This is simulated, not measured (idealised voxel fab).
The following is a process module called voxel tone inversion.
Displayed cross-section: cut, width of 200 nm, square cells sized 5 nm.
In this document a cross-section is written as a grid of square cells. It is given as a series of bands, listed from the top down, and a band is one or more rows of cells. Band: top and bottom heights (nm) first, top before bottom; then materials from left to right, widths in nm. "all across" marks a sole material filling the band edge to edge. "blank" denotes empty space. Counting heights begins at 0, where everything beneath is, in the wafer as received, one material. The lowest band has no bottom; it goes on downwards, as "0 -> down" shows. It should be noted that a width expressed as "30..40" varies in equal increments from row to row of cells within the band, taking the value of the first number at the top row and that of the second number at the bottom row. Reading "remained unchanged" for a step: not a cell of the cross-section changed in it. In "Unvented internal voids" the enclosed voids are listed, meaning empty spaces of 8 cells or larger without any opening to the top. The form is width x height at distance, distance from the left edge, units nm. What comes after the settings on a step's line is commentary from the simulator itself on that step. For masked steps, "overlay nm" on the step line gives how far right of plan the mask actually lay; a minus sign means it lay to the left.

**The planned process steps are enumerated hereunder**
1,RECEIVE with material Si
2,CONFORMAL_DEP with material SiCN, thk nm 5
3,DIRECTIONAL_DEP with material aC, thk nm 25
4,PATTERN with tone cover, mask id POSTS, material resist, width nm 20, pitch nm 35, thk nm 35, overlay nm -15
5,DIRECTIONAL_ETCH with etch materials aC, depth nm 25
6,STRIP with etch materials resist
7,FILL_DEP with material SiO2, thk nm 10
8,CMP with height nm 30
9,STRIP with etch materials aC
10,CONFORMAL_DEP with material TiN, thk nm 5
11,FILL_DEP with material Cu, thk nm 10
12,CMP with height nm 30
13,CONFORMAL_DEP with material SiCN, thk nm 5
Be aware that, although all wafers share a common starting state, the overlay nm at step 4 differs among them, and the plan displays the first wafer's value.

**The first of several wafers as received, shown in cross-section; this is its state after step 1**
> 0 -> down = Si all across
> Unvented internal voids: none

**First wafer of several, cross-section, module end, after step 13 (last)**
> 35 -> 30 = SiCN all across
> 30 -> 10 = SiO2=55; TiN=5; Cu=10; TiN=5; SiO2=15; TiN=5; Cu=10; TiN=5; SiO2=90
> 10 -> 5 = SiO2=55; TiN=20; SiO2=15; TiN=20; SiO2=90
> 5 -> 0 = SiCN all across
> 0 -> down = Si all across
> Unvented internal voids: none

**Last wafer of the set, cross-sectioned at end of module**
> 35 -> 30 = SiCN all across
> 30 -> 10 = SiO2=85; TiN=5; Cu=10; TiN=5; SiO2=15; TiN=5; Cu=10; TiN=5; SiO2=60
> 10 -> 5 = SiO2=85; TiN=20; SiO2=15; TiN=20; SiO2=60
> 5 -> 0 = SiCN all across
> 0 -> down = Si all across
> Unvented internal voids: none

**Rows = wafers. At module end, each row lists per material the cells gained (+) or lost (-) since the wafer was received, then the closed voids**
overlay nm -15 | +16 Cu | +80 SiCN | +160 SiO2 | +24 TiN | Unvented internal voids: none
overlay nm -10 | +16 Cu | +80 SiCN | +160 SiO2 | +24 TiN | Unvented internal voids: none
overlay nm -5 | +16 Cu | +80 SiCN | +160 SiO2 | +24 TiN | Unvented internal voids: none
overlay nm 0 | +16 Cu | +80 SiCN | +160 SiO2 | +24 TiN | Unvented internal voids: none
overlay nm 5 | +16 Cu | +80 SiCN | +160 SiO2 | +24 TiN | Unvented internal voids: none
overlay nm 10 | +16 Cu | +80 SiCN | +160 SiO2 | +24 TiN | Unvented internal voids: none
overlay nm 15 | +16 Cu | +80 SiCN | +160 SiO2 | +24 TiN | Unvented internal voids: none
